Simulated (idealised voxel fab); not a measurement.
Process module name: voxel gate over fins
Pictured: cross-section cut, 205 nm wide, on a grid of 5 nm square cells.
A cross-section is a grid of square cells, given in bands from the top down. A band is one or more rows of cells. Each band's line starts with the height of the band's top and of its bottom, in nm. Then come its materials from left to right, each with its width in nm. One material with "all across" fills the band from edge to edge. "air" is empty space. Height reference: 0 = level under which incoming wafer is all one material. Lowest band: no bottom, runs on downward, e.g. "0 down". The width entry "30..40" should be interpreted row by row: the top row of cells in the band takes the first number, the bottom row takes the second number, and the change between adjacent rows is uniform throughout. "same as before", as given for a step, is the statement that not any cell of the cross-section underwent a change during that step. Closed empty spaces (no open way to the top) of 8 cells or more are what "Closed cavities" lists, each as width x height at distance from the left edge, nm for all three. On a step's line, text after the settings is the simulator commenting on that step. The "overlay nm" setting may appear on a step's line; for a step that uses a mask, it gives how far to the right of its planned position the mask lay, and a negative value indicates the left.
Steps planned for the process
1) RECEIVE with material Si
2) CONFORMAL_DEP with material SiN, thk nm 10
3) PATTERN with tone cover, mask id FINS, material resist, width nm 15, pitch nm 45, thk nm 20, overlay nm 0
4) DIRECTIONAL_ETCH with etch materials SiN, depth nm 10
5) DIRECTIONAL_ETCH with etch materials Si, depth nm 35
6) STRIP with etch materials resist
7) FILL_DEP with material SiO2, thk nm 10
8) CMP with height nm 10
9) SELECTIVE_ETCH with etch materials SiO2, depth nm 20
10) STRIP with etch materials SiN
11) CONFORMAL_DEP with material HfO2, thk nm 5
12) CONFORMAL_DEP with material TiN, thk nm 5
13) FILL_DEP with material W, thk nm 15
14) CMP with height nm 20
15) CONFORMAL_DEP with material SiCN, thk nm 10
Shown in cross-section is the wafer as received, that is, as it stands after step 1
	0 down | Si all across
	Closed cavities: none
First of two wafers at the end of the module, shown in cross-section; run carried out as planned
	30 to 20 | SiCN all across
	20 to 10 | W all across
	10 to 5 | 15 W, then 35 TiN, then 10 W, then 35 TiN, then 10 W, then 35 TiN, then 10 W, then 35 TiN, then 20 W
	5 to 0 | 15 W, then 5 TiN, then 25 HfO2, then 5 TiN, then 10 W, then 5 TiN, then 25 HfO2, then 5 TiN, then 10 W, then 5 TiN, then 25 HfO2, then 5 TiN, then 10 W, then 5 TiN, then 25 HfO2, then 5 TiN, then 20 W
	0 to -5 | 20 TiN, then 5 HfO2, then 15 Si, then 5 HfO2, then 20 TiN, then 5 HfO2, then 15 Si, then 5 HfO2, then 20 TiN, then 5 HfO2, then 15 Si, then 5 HfO2, then 20 TiN, then 5 HfO2, then 15 Si, then 5 HfO2, then 25 TiN
	-5 to -10 | 25 HfO2, then 15 Si, then 30 HfO2, then 15 Si, then 30 HfO2, then 15 Si, then 30 HfO2, then 15 Si, then 30 HfO2
	-10 to -35 | 25 SiO2, then 15 Si, then 30 SiO2, then 15 Si, then 30 SiO2, then 15 Si, then 30 SiO2, then 15 Si, then 30 SiO2
	-35 down | Si all across
	Closed cavities: none
Wafer two cross-section, module end. Start and plan unchanged from wafer one; one mistake made during the run
	30 to 20 | SiCN all across
	20 to 10 | W all across
	10 to 5 | 15 W, then 35 TiN, then 10 W, then 35 TiN, then 10 W, then 35 TiN, then 10 W, then 35 TiN, then 20 W
	5 to 0 | 15 W, then 5 TiN, then 25 HfO2, then 5 TiN, then 10 W, then 5 TiN, then 25 HfO2, then 5 TiN, then 10 W, then 5 TiN, then 25 HfO2, then 5 TiN, then 10 W, then 5 TiN, then 25 HfO2, then 5 TiN, then 20 W
	0 to -20 | 15 W, then 5 TiN, then 5 HfO2, then 15 Si, then 5 HfO2, then 5 TiN, then 10 W, then 5 TiN, then 5 HfO2, then 15 Si, then 5 HfO2, then 5 TiN, then 10 W, then 5 TiN, then 5 HfO2, then 15 Si, then 5 HfO2, then 5 TiN, then 10 W, then 5 TiN, then 5 HfO2, then 15 Si, then 5 HfO2, then 5 TiN, then 20 W
	-20 to -25 | 20 TiN, then 5 HfO2, then 15 Si, then 5 HfO2, then 20 TiN, then 5 HfO2, then 15 Si, then 5 HfO2, then 20 TiN, then 5 HfO2, then 15 Si, then 5 HfO2, then 20 TiN, then 5 HfO2, then 15 Si, then 5 HfO2, then 25 TiN
	-25 to -30 | 25 HfO2, then 15 Si, then 30 HfO2, then 15 Si, then 30 HfO2, then 15 Si, then 30 HfO2, then 15 Si, then 30 HfO2
	-30 to -35 | 25 SiO2, then 15 Si, then 30 SiO2, then 15 Si, then 30 SiO2, then 15 Si, then 30 SiO2, then 15 Si, then 30 SiO2
	-35 down | Si all across
	Closed cavities: none
It is concluded that the wafer was processed incorrectly with respect to the plan, in that step 9, plan: ran twice
Once processing is complete, comparing cell counts shows that the second wafer has more or fewer of certain materials than the first: +32 HfO2, -116 SiO2, +32 TiN, +52 W
